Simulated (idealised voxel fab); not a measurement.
Process module, titled voxel capacitor over wiring
Section shown: cut. Width: 270 nm. Cell size: 5 nm, square.
Square cells in a grid make up a cross-section in this document, and the grid is given as bands, listed from the top down, each one or more rows of cells. Read a band's entry like this: the first values are the height of its top and the height of its bottom in nm, and what follows is the sequence of materials from left to right, each with its width in nm. Note that "blank" is empty space, and that a single material marked "full width" reaches across the band from edge to edge. Basically, 0 is our baseline, since under it the wafer straight out of the box is all one material. The bottom band has no lower end and keeps on going down, so it looks like "0 -> down". The two numbers in a width such as "30 to 40" mark its ends across the band: the first belongs to the top row of cells, the second to the bottom row, and from each row to the next the width moves by the same amount. Reading "remained unchanged" for a step: not a cell of the cross-section changed in it. The entry "Enclosed cavity list" lists the empty spaces that cover at least 8 cells and have no open path to the top. Each is written as width x height at distance, where the distance is measured from the left edge and all three values are in nm. Heads up: the bit after the settings on a step's line is the simulator's remark on that step. overlay nm: mask offset rightward from planned place, masked step; negative means leftward offset.

[The following list gives the planned process steps]
1 op RECEIVE | material Si
2 op CONFORMAL_DEP | material SiO2 | thk nm 15
3 op CONFORMAL_DEP | material SiN | thk nm 5
4 op DIRECTIONAL_DEP | material lowk | thk nm 20
5 op DIRECTIONAL_DEP | material aC | thk nm 10
6 op PATTERN | tone open | mask id METAL_1 | material resist | width nm 20 | pitch nm 75 | thk nm 30 | overlay nm 0
7 op DIRECTIONAL_ETCH | etch materials aC | depth nm 10
8 op STRIP | etch materials resist
9 op DIRECTIONAL_ETCH | etch materials lowk | depth nm 20
10 op DIRECTIONAL_ETCH | etch materials SiN | depth nm 5
11 op STRIP | etch materials aC
12 op CONFORMAL_DEP | material TiN | thk nm 5
13 op FILL_DEP | material W | thk nm 10
14 op CMP | height nm 40
15 op EPI | material Ru | thk nm 5
16 op FILL_DEP | material SiCN | thk nm 5
17 op DIRECTIONAL_DEP | material lowk | thk nm 20
18 op DIRECTIONAL_DEP | material aC | thk nm 15
19 op PATTERN | tone open | mask id PLUG_1 | material resist | width nm 15 | thk nm 35 | overlay nm 0
20 op DIRECTIONAL_ETCH | etch materials aC | depth nm 15
21 op STRIP | etch materials resist
22 op DIRECTIONAL_ETCH | etch materials lowk | depth nm 20
23 op DIRECTIONAL_ETCH | etch materials SiCN | depth nm 5
24 op STRIP | etch materials aC
25 op CONFORMAL_DEP | material TiN | thk nm 5
26 op FILL_DEP | material W | thk nm 10
27 op CMP | height nm 70
28 op DIRECTIONAL_DEP | material TiN | thk nm 10
29 op DIRECTIONAL_DEP | material SiN | thk nm 5
30 op DIRECTIONAL_DEP | material TiN | thk nm 5
31 op MASKED_ETCH | tone cover | mask id UPPER_PLATE | width nm 60 | etch materials TiN | depth nm 5 | overlay nm 0
32 op MASKED_ETCH | tone cover | mask id UPPER_PLATE | width nm 60 | etch materials SiN | depth nm 5 | overlay nm 0
33 op PATTERN | tone cover | mask id LOWER_PLATE | material resist | width nm 70 | thk nm 15 | overlay nm 0
34 op DIRECTIONAL_ETCH | etch materials TiN | depth nm 10
35 op STRIP | etch materials resist
36 op FILL_DEP | material SiO2 | thk nm 15
37 op CMP | height nm 100
38 op DIRECTIONAL_DEP | material aC | thk nm 10
39 op PATTERN | tone open | mask id PLUG_2 | material resist | width nm 15 | thk nm 30 | overlay nm 0
40 op DIRECTIONAL_ETCH | etch materials aC | depth nm 10
41 op STRIP | etch materials resist
42 op DIRECTIONAL_ETCH | etch materials SiO2 | depth nm 10
43 op STRIP | etch materials aC
44 op CONFORMAL_DEP | material TiN | thk nm 5
45 op FILL_DEP | material Ru | thk nm 10
46 op CMP | height nm 100
47 op CONFORMAL_DEP | material SiN | thk nm 5

[What follows covers the first of two wafers; it ran as planned]

[Cross-section of the incoming wafer, state after step 1]
- 0 -> down  Si full width
- Enclosed cavity list: none

[The following cross-section depicts the wafer upon completion of step 2]
- 15 -> 0  SiO2 full width
- Under 0: no change, same as before.

[The following cross-section depicts the wafer upon completion of step 3]
- 20 -> 15  SiN full width
- Under 15: no change, same as before.

[The following cross-section depicts the wafer upon completion of step 4]
- 40 -> 20  lowk full width
- Under 20: no change, same as before.

[The following cross-section depicts the wafer upon completion of step 5]
- 50 -> 40  aC full width
- Under 40: no change, same as before.

[The following cross-section depicts the wafer upon completion of step 6]
- 80 -> 50  85 of resist; 20 of blank; 55 of resist; 20 of blank; 90 of resist
- Under 50: no change, same as before.

[The following cross-section depicts the wafer upon completion of step 7]
- 70 -> 50  85 of resist; 20 of blank; 55 of resist; 20 of blank; 90 of resist
- 50 -> 40  85 of aC; 20 of blank; 55 of aC; 20 of blank; 90 of aC
- Under 40: no change, same as before.

[The following cross-section depicts the wafer upon completion of step 8]
- 50 -> 40  85 of aC; 20 of blank; 55 of aC; 20 of blank; 90 of aC
- Under 40: no change, same as before.

[The following cross-section depicts the wafer upon completion of step 9]
- 50 -> 40  85 of aC; 20 of blank; 55 of aC; 20 of blank; 90 of aC
- 40 -> 20  85 of lowk; 20 of blank; 55 of lowk; 20 of blank; 90 of lowk
- Under 20: no change, same as before.

[The following cross-section depicts the wafer upon completion of step 10]
- 50 -> 40  85 of aC; 20 of blank; 55 of aC; 20 of blank; 90 of aC
- 40 -> 20  85 of lowk; 20 of blank; 55 of lowk; 20 of blank; 90 of lowk
- 20 -> 15  85 of SiN; 20 of blank; 55 of SiN; 20 of blank; 90 of SiN
- Under 15: no change, same as before.

[The following cross-section depicts the wafer upon completion of step 11]
- 40 -> 20  85 of lowk; 20 of blank; 55 of lowk; 20 of blank; 90 of lowk
- Under 20: no change, same as before.

[The following cross-section depicts the wafer upon completion of step 12]
- 45 -> 40  90 of TiN; 10 of blank; 65 of TiN; 10 of blank; 95 of TiN
- 40 -> 20  85 of lowk; 5 of TiN; 10 of blank; 5 of TiN; 55 of lowk; 5 of TiN; 10 of blank; 5 of TiN; 90 of lowk
- 20 -> 15  85 of SiN; 20 of TiN; 55 of SiN; 20 of TiN; 90 of SiN
- Under 15: no change, same as before.

[The following cross-section depicts the wafer upon completion of step 13]
- 55 -> 45  W full width
- 45 -> 40  90 of TiN; 10 of W; 65 of TiN; 10 of W; 95 of TiN
- 40 -> 20  85 of lowk; 5 of TiN; 10 of W; 5 of TiN; 55 of lowk; 5 of TiN; 10 of W; 5 of TiN; 90 of lowk
- Under 20: no change, same as before.

[The following cross-section depicts the wafer upon completion of step 14]
- 40 -> 20  85 of lowk; 5 of TiN; 10 of W; 5 of TiN; 55 of lowk; 5 of TiN; 10 of W; 5 of TiN; 90 of lowk
- Under 20: no change, same as before.

[The following cross-section depicts the wafer upon completion of step 15]
- 45 -> 40  80 of blank; 30 of Ru; 45 of blank; 30 of Ru; 85 of blank
- Under 40: no change, same as before.

[The following cross-section depicts the wafer upon completion of step 16]
- 50 -> 45  SiCN full width
- 45 -> 40  80 of SiCN; 30 of Ru; 45 of SiCN; 30 of Ru; 85 of SiCN
- Under 40: no change, same as before.

[The following cross-section depicts the wafer upon completion of step 17]
- 70 -> 50  lowk full width
- Under 50: no change, same as before.

[The following cross-section depicts the wafer upon completion of step 18]
- 85 -> 70  aC full width
- Under 70: no change, same as before.

[The following cross-section depicts the wafer upon completion of step 19]
- 120 -> 85  90 of resist; 15 of blank; 165 of resist
- Under 85: no change, same as before.

[The following cross-section depicts the wafer upon completion of step 20]
- 105 -> 85  90 of resist; 15 of blank; 165 of resist
- 85 -> 70  90 of aC; 15 of blank; 165 of aC
- Under 70: no change, same as before.

[The following cross-section depicts the wafer upon completion of step 21]
- 85 -> 70  90 of aC; 15 of blank; 165 of aC
- Under 70: no change, same as before.

[The following cross-section depicts the wafer upon completion of step 22]
- 85 -> 70  90 of aC; 15 of blank; 165 of aC
- 70 -> 50  90 of lowk; 15 of blank; 165 of lowk
- Under 50: no change, same as before.

[The following cross-section depicts the wafer upon completion of step 23]
- 85 -> 70  90 of aC; 15 of blank; 165 of aC
- 70 -> 50  90 of lowk; 15 of blank; 165 of lowk
- 50 -> 45  90 of SiCN; 15 of blank; 165 of SiCN
- Under 45: no change, same as before.

[The following cross-section depicts the wafer upon completion of step 24]
- 70 -> 50  90 of lowk; 15 of blank; 165 of lowk
- Under 50: no change, same as before.

[The following cross-section depicts the wafer upon completion of step 25]
- 75 -> 70  95 of TiN; 5 of blank; 170 of TiN
- 70 -> 50  90 of lowk; 5 of TiN; 5 of blank; 5 of TiN; 165 of lowk
- 50 -> 45  90 of SiCN; 15 of TiN; 165 of SiCN
- Under 45: no change, same as before.

[The following cross-section depicts the wafer upon completion of step 26]
- 85 -> 75  W full width
- 75 -> 70  95 of TiN; 5 of W; 170 of TiN
- 70 -> 50  90 of lowk; 5 of TiN; 5 of W; 5 of TiN; 165 of lowk
- Under 50: no change, same as before.

[The following cross-section depicts the wafer upon completion of step 27]
- 70 -> 50  90 of lowk; 5 of TiN; 5 of W; 5 of TiN; 165 of lowk
- Under 50: no change, same as before.

[The following cross-section depicts the wafer upon completion of step 28]
- 80 -> 70  TiN full width
- Under 70: no change, same as before.

[The following cross-section depicts the wafer upon completion of step 29]
- 85 -> 80  SiN full width
- Under 80: no change, same as before.

[The following cross-section depicts the wafer upon completion of step 30]
- 90 -> 85  TiN full width
- Under 85: no change, same as before.

[The following cross-section depicts the wafer upon completion of step 31]
- 90 -> 85  90 of blank; 60 of TiN; 120 of blank
- Under 85: no change, same as before.

[The following cross-section depicts the wafer upon completion of step 32]
- 90 -> 85  90 of blank; 60 of TiN; 120 of blank
- 85 -> 80  90 of blank; 60 of SiN; 120 of blank
- Under 80: no change, same as before.

[The following cross-section depicts the wafer upon completion of step 33]
- 105 -> 90  85 of blank; 70 of resist; 115 of blank
- 90 -> 85  85 of blank; 5 of resist; 60 of TiN; 5 of resist; 115 of blank
- 85 -> 80  85 of blank; 5 of resist; 60 of SiN; 5 of resist; 115 of blank
- Under 80: no change, same as before.

[The following cross-section depicts the wafer upon completion of step 34]
- 105 -> 90  85 of blank; 70 of resist; 115 of blank
- 90 -> 85  85 of blank; 5 of resist; 60 of TiN; 5 of resist; 115 of blank
- 85 -> 80  85 of blank; 5 of resist; 60 of SiN; 5 of resist; 115 of blank
- 80 -> 70  85 of blank; 70 of TiN; 115 of blank
- Under 70: no change, same as before.

[The following cross-section depicts the wafer upon completion of step 35]
- 90 -> 85  90 of blank; 60 of TiN; 120 of blank
- 85 -> 80  90 of blank; 60 of SiN; 120 of blank
- Under 80: no change, same as before.

[The following cross-section depicts the wafer upon completion of step 36]
- 105 -> 90  SiO2 full width
- 90 -> 85  90 of SiO2; 60 of TiN; 120 of SiO2
- 85 -> 80  90 of SiO2; 60 of SiN; 120 of SiO2
- 80 -> 70  85 of SiO2; 70 of TiN; 115 of SiO2
- Under 70: no change, same as before.

[The following cross-section depicts the wafer upon completion of step 37]
- 100 -> 90  SiO2 full width
- Under 90: no change, same as before.

[The following cross-section depicts the wafer upon completion of step 38]
- 110 -> 100  aC full width
- Under 100: no change, same as before.

[The following cross-section depicts the wafer upon completion of step 39]
- 140 -> 110  100 of resist; 15 of blank; 155 of resist
- Under 110: no change, same as before.

[The following cross-section depicts the wafer upon completion of step 40]
- 130 -> 110  100 of resist; 15 of blank; 155 of resist
- 110 -> 100  100 of aC; 15 of blank; 155 of aC
- Under 100: no change, same as before.

[The following cross-section depicts the wafer upon completion of step 41]
- 110 -> 100  100 of aC; 15 of blank; 155 of aC
- Under 100: no change, same as before.

[The following cross-section depicts the wafer upon completion of step 42]
- 110 -> 100  100 of aC; 15 of blank; 155 of aC
- 100 -> 90  100 of SiO2; 15 of blank; 155 of SiO2
- Under 90: no change, same as before.

[The following cross-section depicts the wafer upon completion of step 43]
- 100 -> 90  100 of SiO2; 15 of blank; 155 of SiO2
- Under 90: no change, same as before.

[The following cross-section depicts the wafer upon completion of step 44]
- 105 -> 100  105 of TiN; 5 of blank; 160 of TiN
- 100 -> 95  100 of SiO2; 5 of TiN; 5 of blank; 5 of TiN; 155 of SiO2
- 95 -> 85  100 to 90 of SiO2; 15 to 60 of TiN; 155 to 120 of SiO2
- Under 85: no change, same as before.

[The following cross-section depicts the wafer upon completion of step 45]
- 115 -> 105  Ru full width
- 105 -> 100  105 of TiN; 5 of Ru; 160 of TiN
- 100 -> 95  100 of SiO2; 5 of TiN; 5 of Ru; 5 of TiN; 155 of SiO2
- Under 95: no change, same as before.

[The following cross-section depicts the wafer upon completion of step 46]
- 100 -> 95  100 of SiO2; 5 of TiN; 5 of Ru; 5 of TiN; 155 of SiO2
- Under 95: no change, same as before.

[The following cross-section depicts the wafer upon completion of step 47]
- 105 -> 100  SiN full width
- Under 100: no change, same as before.

[The remaining wafer, second of the two, started like the first and was run to the same plan, except that one mistake was made along the way; the two coincide through step 28, inclusive]

[Look at the second wafer in cross-section at the time step 29 ought to have finished]
- 85 -> 70  TiN full width
- Under 70: no change, same as before.

[Look at the second wafer in cross-section at the time step 30 ought to have finished]
- 90 -> 85  SiN full width
- Under 85: no change, same as before.

Look at the second wafer in cross-section at the time step 31 ought to have finished: remained unchanged

[Look at the second wafer in cross-section at the time step 32 ought to have finished]
- 90 -> 85  90 of blank; 60 of SiN; 120 of blank
- Under 85: no change, same as before.

[Look at the second wafer in cross-section at the time step 33 ought to have finished]
- 105 -> 90  85 of blank; 70 of resist; 115 of blank
- 90 -> 85  85 of blank; 5 of resist; 60 of SiN; 5 of resist; 115 of blank
- Under 85: no change, same as before.

[Look at the second wafer in cross-section at the time step 34 ought to have finished]
- 105 -> 90  85 of blank; 70 of resist; 115 of blank
- 90 -> 85  85 of blank; 5 of resist; 60 of SiN; 5 of resist; 115 of blank
- 85 -> 75  85 of blank; 70 of TiN; 115 of blank
- Under 75: no change, same as before.

[Look at the second wafer in cross-section at the time step 35 ought to have finished]
- 90 -> 85  90 of blank; 60 of SiN; 120 of blank
- Under 85: no change, same as before.

[Look at the second wafer in cross-section at the time step 36 ought to have finished]
- 105 -> 90  SiO2 full width
- 90 -> 85  90 of SiO2; 60 of SiN; 120 of SiO2
- 85 -> 75  85 of SiO2; 70 of TiN; 115 of SiO2
- Under 75: no change, same as before.

[Look at the second wafer in cross-section at the time step 37 ought to have finished]
- 100 -> 90  SiO2 full width
- Under 90: no change, same as before.

[Look at the second wafer in cross-section at the time step 38 ought to have finished]
- 110 -> 100  aC full width
- Under 100: no change, same as before.

[Look at the second wafer in cross-section at the time step 39 ought to have finished]
- 140 -> 110  100 of resist; 15 of blank; 155 of resist
- Under 110: no change, same as before.

[Look at the second wafer in cross-section at the time step 40 ought to have finished]
- 130 -> 110  100 of resist; 15 of blank; 155 of resist
- 110 -> 100  100 of aC; 15 of blank; 155 of aC
- Under 100: no change, same as before.

[Look at the second wafer in cross-section at the time step 41 ought to have finished]
- 110 -> 100  100 of aC; 15 of blank; 155 of aC
- Under 100: no change, same as before.

[Look at the second wafer in cross-section at the time step 42 ought to have finished]
- 110 -> 100  100 of aC; 15 of blank; 155 of aC
- 100 -> 90  100 of SiO2; 15 of blank; 155 of SiO2
- Under 90: no change, same as before.

[Look at the second wafer in cross-section at the time step 43 ought to have finished]
- 100 -> 90  100 of SiO2; 15 of blank; 155 of SiO2
- Under 90: no change, same as before.

[Look at the second wafer in cross-section at the time step 44 ought to have finished]
- 105 -> 100  105 of TiN; 5 of blank; 160 of TiN
- 100 -> 95  100 of SiO2; 5 of TiN; 5 of blank; 5 of TiN; 155 of SiO2
- 95 -> 90  100 of SiO2; 15 of TiN; 155 of SiO2
- Under 90: no change, same as before.

[Look at the second wafer in cross-section at the time step 45 ought to have finished]
- 115 -> 105  Ru full width
- 105 -> 100  105 of TiN; 5 of Ru; 160 of TiN
- 100 -> 95  100 of SiO2; 5 of TiN; 5 of Ru; 5 of TiN; 155 of SiO2
- Under 95: no change, same as before.

[Look at the second wafer in cross-section at the time step 46 ought to have finished]
- 100 -> 95  100 of SiO2; 5 of TiN; 5 of Ru; 5 of TiN; 155 of SiO2
- Under 95: no change, same as before.

[Look at the second wafer in cross-section at the time step 47 ought to have finished]
- 105 -> 100  SiN full width
- Under 100: no change, same as before.
What broke from the plan during processing? steps 29 and 30 traded places in the executed sequence
at the end the second wafer has, in cells: -42 SiO2; +42 TiN
